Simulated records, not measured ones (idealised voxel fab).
This is a process module. Its name is voxel capacitor over wiring.
Pictured: cross-section cut, 225 nm wide, on a grid of 5 nm square cells.
Just so we're on the same page, the cross-sections are grids of square cells, and they're listed out in bands top to bottom, each band one or more rows deep. It is stipulated that each band's entry specify, in nanometres, the height of the top of the band and then that of its bottom, followed by the materials of the band in left-to-right sequence, each together with its width in nanometres. A single material marked by the word "throughout" is understood to fill the band from edge to edge; the word "blank" is understood to denote empty space. Where do heights start? At 0: under that level the wafer as delivered is made of one material only. And the lowest band has no floor; it just carries on downward, as in "0..down". It should be noted that a width expressed as "30 to 40" varies in equal increments from row to row of cells within the band, taking the value of the first number at the top row and that of the second number at the bottom row. A step reported as "no modification" is a step in which no cell of the cross-section changed. Entry "Voids, sealed". Content: empty spaces with no open connection to the top, size 8 cells or greater. Each: width x height at distance. Distance: from left edge. Unit: nm. On a step's line, text after the settings is the simulator commenting on that step. overlay nm, on a step with a mask: how far to the right of its planned place the mask lay; to the left if negative.

The planned process steps are enumerated hereunder:
1,RECEIVE, material Si
2,CONFORMAL_DEP, material SiO2, thk nm 15
3,CONFORMAL_DEP, material SiN, thk nm 5
4,DIRECTIONAL_DEP, material SiO2, thk nm 15
5,DIRECTIONAL_DEP, material aC, thk nm 10
6,PATTERN, tone open, mask id METAL_1, material resist, width nm 20, pitch nm 90, thk nm 25, overlay nm 0
7,DIRECTIONAL_ETCH, etch materials aC, depth nm 10
8,STRIP, etch materials resist
9,DIRECTIONAL_ETCH, etch materials SiO2, depth nm 15
10,DIRECTIONAL_ETCH, etch materials SiN, depth nm 5
11,STRIP, etch materials aC
12,CONFORMAL_DEP, material TiN, thk nm 5
13,FILL_DEP, material Cu, thk nm 10
14,CMP, height nm 35
15,EPI, material Ru, thk nm 5
16,FILL_DEP, material SiCN, thk nm 5
17,DIRECTIONAL_DEP, material SiO2, thk nm 20
18,PATTERN, tone open, mask id PLUG_1, material resist, width nm 15, thk nm 15, overlay nm 0
19,DIRECTIONAL_ETCH, etch materials SiO2, depth nm 20
20,DIRECTIONAL_ETCH, etch materials SiCN, depth nm 5
21,STRIP, etch materials resist
22,EPI, material Ru, thk nm 10
23,EPI, material Ru, thk nm 10
24,EPI, material Ru, thk nm 5
25,DIRECTIONAL_DEP, material TiN, thk nm 10
26,DIRECTIONAL_DEP, material SiN, thk nm 5
27,DIRECTIONAL_DEP, material TiN, thk nm 5
28,MASKED_ETCH, tone cover, mask id UPPER_PLATE, width nm 75, etch materials TiN, depth nm 5, overlay nm 0
29,MASKED_ETCH, tone cover, mask id UPPER_PLATE, width nm 75, etch materials SiN, depth nm 5, overlay nm 0
30,PATTERN, tone cover, mask id LOWER_PLATE, material resist, width nm 85, thk nm 15, overlay nm 0
31,DIRECTIONAL_ETCH, etch materials TiN, depth nm 10
32,STRIP, etch materials resist
33,FILL_DEP, material SiO2, thk nm 20
34,CMP, height nm 100
35,MASKED_ETCH, tone open, mask id PLUG_2, width nm 15, etch materials SiO2, depth nm 15, overlay nm 0
36,CONFORMAL_DEP, material TiN, thk nm 5
37,FILL_DEP, material Cu, thk nm 5
38,CMP, height nm 100
39,CONFORMAL_DEP, material SiCN, thk nm 5

First of two wafers, processed according to plan:

Cross-section of the incoming wafer, state after step 1:
0..down  Si throughout
Voids, sealed: none

Take a look at the wafer's cross-section after step 2:
15..0  SiO2 throughout
At heights below 0, the structure remains unaltered.

Take a look at the wafer's cross-section after step 3:
20..15  SiN throughout
At heights below 15, the structure remains unaltered.

Take a look at the wafer's cross-section after step 4:
35..20  SiO2 throughout
At heights below 20, the structure remains unaltered.

Take a look at the wafer's cross-section after step 5:
45..35  aC throughout
At heights below 35, the structure remains unaltered.

Take a look at the wafer's cross-section after step 6:
70..45  resist: 55; blank: 20; resist: 70; blank: 20; resist: 60
At heights below 45, the structure remains unaltered.

Take a look at the wafer's cross-section after step 7:
60..45  resist: 55; blank: 20; resist: 70; blank: 20; resist: 60
45..35  aC: 55; blank: 20; aC: 70; blank: 20; aC: 60
At heights below 35, the structure remains unaltered.

Take a look at the wafer's cross-section after step 8:
45..35  aC: 55; blank: 20; aC: 70; blank: 20; aC: 60
At heights below 35, the structure remains unaltered.

Take a look at the wafer's cross-section after step 9:
45..35  aC: 55; blank: 20; aC: 70; blank: 20; aC: 60
35..20  SiO2: 55; blank: 20; SiO2: 70; blank: 20; SiO2: 60
At heights below 20, the structure remains unaltered.

Take a look at the wafer's cross-section after step 10:
45..35  aC: 55; blank: 20; aC: 70; blank: 20; aC: 60
35..20  SiO2: 55; blank: 20; SiO2: 70; blank: 20; SiO2: 60
20..15  SiN: 55; blank: 20; SiN: 70; blank: 20; SiN: 60
At heights below 15, the structure remains unaltered.

Take a look at the wafer's cross-section after step 11:
35..20  SiO2: 55; blank: 20; SiO2: 70; blank: 20; SiO2: 60
At heights below 20, the structure remains unaltered.

Take a look at the wafer's cross-section after step 12:
40..35  TiN: 60; blank: 10; TiN: 80; blank: 10; TiN: 65
35..20  SiO2: 55; TiN: 5; blank: 10; TiN: 5; SiO2: 70; TiN: 5; blank: 10; TiN: 5; SiO2: 60
20..15  SiN: 55; TiN: 20; SiN: 70; TiN: 20; SiN: 60
At heights below 15, the structure remains unaltered.

Take a look at the wafer's cross-section after step 13:
50..40  Cu throughout
40..35  TiN: 60; Cu: 10; TiN: 80; Cu: 10; TiN: 65
35..20  SiO2: 55; TiN: 5; Cu: 10; TiN: 5; SiO2: 70; TiN: 5; Cu: 10; TiN: 5; SiO2: 60
At heights below 20, the structure remains unaltered.

Take a look at the wafer's cross-section after step 14:
35..20  SiO2: 55; TiN: 5; Cu: 10; TiN: 5; SiO2: 70; TiN: 5; Cu: 10; TiN: 5; SiO2: 60
At heights below 20, the structure remains unaltered.

Take a look at the wafer's cross-section after step 15:
40..35  blank: 50; Ru: 30; blank: 60; Ru: 30; blank: 55
At heights below 35, the structure remains unaltered.

Take a look at the wafer's cross-section after step 16:
45..40  SiCN throughout
40..35  SiCN: 50; Ru: 30; SiCN: 60; Ru: 30; SiCN: 55
At heights below 35, the structure remains unaltered.

Take a look at the wafer's cross-section after step 17:
65..45  SiO2 throughout
At heights below 45, the structure remains unaltered.

Take a look at the wafer's cross-section after step 18:
80..65  resist: 60; blank: 15; resist: 150
At heights below 65, the structure remains unaltered.

Take a look at the wafer's cross-section after step 19:
80..65  resist: 60; blank: 15; resist: 150
65..45  SiO2: 60; blank: 15; SiO2: 150
At heights below 45, the structure remains unaltered.

Take a look at the wafer's cross-section after step 20:
80..65  resist: 60; blank: 15; resist: 150
65..45  SiO2: 60; blank: 15; SiO2: 150
45..40  SiCN: 60; blank: 15; SiCN: 150
At heights below 40, the structure remains unaltered.

Take a look at the wafer's cross-section after step 21:
65..45  SiO2: 60; blank: 15; SiO2: 150
At heights below 45, the structure remains unaltered.

Take a look at the wafer's cross-section after step 22:
65..50  SiO2: 60; blank: 15; SiO2: 150
50..45  SiO2: 60; Ru: 15; SiO2: 150
45..40  SiCN: 60; Ru: 15; SiCN: 150
At heights below 40, the structure remains unaltered.

Take a look at the wafer's cross-section after step 23:
65..60  SiO2: 60; blank: 15; SiO2: 150
60..45  SiO2: 60; Ru: 15; SiO2: 150
At heights below 45, the structure remains unaltered.

Take a look at the wafer's cross-section after step 24:
65..45  SiO2: 60; Ru: 15; SiO2: 150
At heights below 45, the structure remains unaltered.

Take a look at the wafer's cross-section after step 25:
75..65  TiN throughout
At heights below 65, the structure remains unaltered.

Take a look at the wafer's cross-section after step 26:
80..75  SiN throughout
At heights below 75, the structure remains unaltered.

Take a look at the wafer's cross-section after step 27:
85..80  TiN throughout
At heights below 80, the structure remains unaltered.

Take a look at the wafer's cross-section after step 28:
85..80  blank: 60; TiN: 75; blank: 90
At heights below 80, the structure remains unaltered.

Take a look at the wafer's cross-section after step 29:
85..80  blank: 60; TiN: 75; blank: 90
80..75  blank: 60; SiN: 75; blank: 90
At heights below 75, the structure remains unaltered.

Take a look at the wafer's cross-section after step 30:
100..85  blank: 55; resist: 85; blank: 85
85..80  blank: 55; resist: 5; TiN: 75; resist: 5; blank: 85
80..75  blank: 55; resist: 5; SiN: 75; resist: 5; blank: 85
At heights below 75, the structure remains unaltered.

Take a look at the wafer's cross-section after step 31:
100..85  blank: 55; resist: 85; blank: 85
85..80  blank: 55; resist: 5; TiN: 75; resist: 5; blank: 85
80..75  blank: 55; resist: 5; SiN: 75; resist: 5; blank: 85
75..65  blank: 55; TiN: 85; blank: 85
At heights below 65, the structure remains unaltered.

Take a look at the wafer's cross-section after step 32:
85..80  blank: 60; TiN: 75; blank: 90
80..75  blank: 60; SiN: 75; blank: 90
At heights below 75, the structure remains unaltered.

Take a look at the wafer's cross-section after step 33:
105..85  SiO2 throughout
85..80  SiO2: 60; TiN: 75; SiO2: 90
80..75  SiO2: 60; SiN: 75; SiO2: 90
75..65  SiO2: 55; TiN: 85; SiO2: 85
At heights below 65, the structure remains unaltered.

Take a look at the wafer's cross-section after step 34:
100..85  SiO2 throughout
At heights below 85, the structure remains unaltered.

Take a look at the wafer's cross-section after step 35:
100..85  SiO2: 70; blank: 15; SiO2: 140
At heights below 85, the structure remains unaltered.

Take a look at the wafer's cross-section after step 36:
105..100  TiN: 75; blank: 5; TiN: 145
100..90  SiO2: 70; TiN: 5; blank: 5; TiN: 5; SiO2: 140
90..80  SiO2: 70 to 60; TiN: 15 to 75; SiO2: 140 to 90
At heights below 80, the structure remains unaltered.

Take a look at the wafer's cross-section after step 37:
110..105  Cu throughout
105..100  TiN: 75; Cu: 5; TiN: 145
100..90  SiO2: 70; TiN: 5; Cu: 5; TiN: 5; SiO2: 140
At heights below 90, the structure remains unaltered.

Take a look at the wafer's cross-section after step 38:
100..90  SiO2: 70; TiN: 5; Cu: 5; TiN: 5; SiO2: 140
At heights below 90, the structure remains unaltered.

Take a look at the wafer's cross-section after step 39:
105..100  SiCN throughout
At heights below 100, the structure remains unaltered.

The Second Wafer: Common Origin and Plan, One Mistake in Execution, Identical to the First Through Step 37:

Planned end of step 38: second wafer, cross-section:
90..80  SiO2: 70 to 60; TiN: 15 to 75; SiO2: 140 to 90
At heights below 80, the structure remains unaltered.

Planned end of step 39: second wafer, cross-section:
95..90  SiCN throughout
At heights below 90, the structure remains unaltered.
Where did the run depart from the plan? step 38, actual vs plan mismatch, actual run CMP, height nm 90
The final cell counts differ between the wafers, with the second having more or fewer of some materials than the first: Cu -2 | SiO2 -84 | TiN -4
